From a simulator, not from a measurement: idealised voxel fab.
Process module, titled voxel self aligned vias
Section cut is 220 nm wide and gridded with 5 nm square cells.
Cross-sections here: square-cell grids, written as top-down lists of bands, a band being one or more rows of cells. Band: top and bottom heights (nm) first, top before bottom; then materials from left to right, widths in nm. "all across" marks a sole material filling the band edge to edge. "blank" denotes empty space. We count height from 0. Below that, the starting wafer is all one material. The lowest band never ends at the bottom but goes on down; see "0 nm and below" for how that is written. The notation "30 to 40" denotes a width that varies across the rows of cells in the band, beginning at the first number in the top row, finishing at the second number in the bottom row, and changing by an identical amount from each row to the next. The designation "nothing altered", where it is given for a processing step, indicates that no cell of the cross-section was altered in the course of that step. You'll see "Sealed cavities" listing empty spaces that have no way open to the top, as long as they're 8 cells or more; the notation is width x height at distance, where the distance is from the left edge, and all of it is in nm. Past the settings on a step's line: simulator remark, on that step. If you see "overlay nm" on a step's line and that step has a mask, it's telling you how far right of where it was planned the mask ended up; a negative number means it went left instead.
**Steps in the process plan**
1: RECEIVE, material Si
2: CONFORMAL_DEP, material SiO2, thk nm 15
3: CONFORMAL_DEP, material SiCN, thk nm 5
4: DIRECTIONAL_DEP, material SiO2, thk nm 25
5: DIRECTIONAL_DEP, material aC, thk nm 10
6: PATTERN, tone open, mask id LINES, material resist, width nm 30, pitch nm 70, thk nm 25, overlay nm 0
7: DIRECTIONAL_ETCH, etch materials aC, depth nm 10
8: STRIP, etch materials resist
9: DIRECTIONAL_ETCH, etch materials SiO2, depth nm 25
10: STRIP, etch materials aC
11: CONFORMAL_DEP, material TiN, thk nm 5
12: FILL_DEP, material Ru, thk nm 10
13: CMP, height nm 45
14: SELECTIVE_ETCH, etch materials W Ru TiN, depth nm 10
15: FILL_DEP, material SiN, thk nm 10
16: CMP, height nm 45
17: DIRECTIONAL_DEP, material SiO2, thk nm 15
18: MASKED_ETCH, tone open, mask id VIAS, width nm 50, pitch nm 70, etch materials SiO2, depth nm 15, overlay nm 0
19: MASKED_ETCH, tone open, mask id VIAS, width nm 50, pitch nm 70, etch materials SiN, depth nm 10, overlay nm 0
20: CONFORMAL_DEP, material TiN, thk nm 5
21: FILL_DEP, material Cu, thk nm 5
22: CMP, height nm 60
23: CONFORMAL_DEP, material SiCN, thk nm 5
**Wafer as received: cross-section following step 1**
    0 nm and below: Si all across
    Sealed cavities: none
**a wafer at the end: this start, this plan, one mistake**
    65 nm to 60 nm: SiCN all across
    60 nm to 45 nm: 50 SiO2, then 5 TiN, then 40 Cu, then 5 TiN, then 20 SiO2, then 5 TiN, then 40 Cu, then 5 TiN, then 50 SiO2
    45 nm to 40 nm: 50 SiN, then 15 TiN, then 20 Cu, then 15 TiN, then 20 SiN, then 15 TiN, then 20 Cu, then 15 TiN, then 50 SiN
    40 nm to 35 nm: 60 SiO2, then 30 TiN, then 40 SiO2, then 30 TiN, then 60 SiO2
    35 nm to 20 nm: 60 SiO2, then 5 TiN, then 20 Ru, then 5 TiN, then 40 SiO2, then 5 TiN, then 20 Ru, then 5 TiN, then 60 SiO2
    20 nm to 15 nm: 60 SiO2, then 30 TiN, then 40 SiO2, then 30 TiN, then 60 SiO2
    15 nm to 10 nm: SiCN all across
    10 nm to 0 nm: SiO2 all across
    0 nm and below: Si all across
    Sealed cavities: none
Misprocessing identified: step 2 was processed under conditions differing from the plan, specifically as CONFORMAL_DEP, material SiO2, thk nm 10
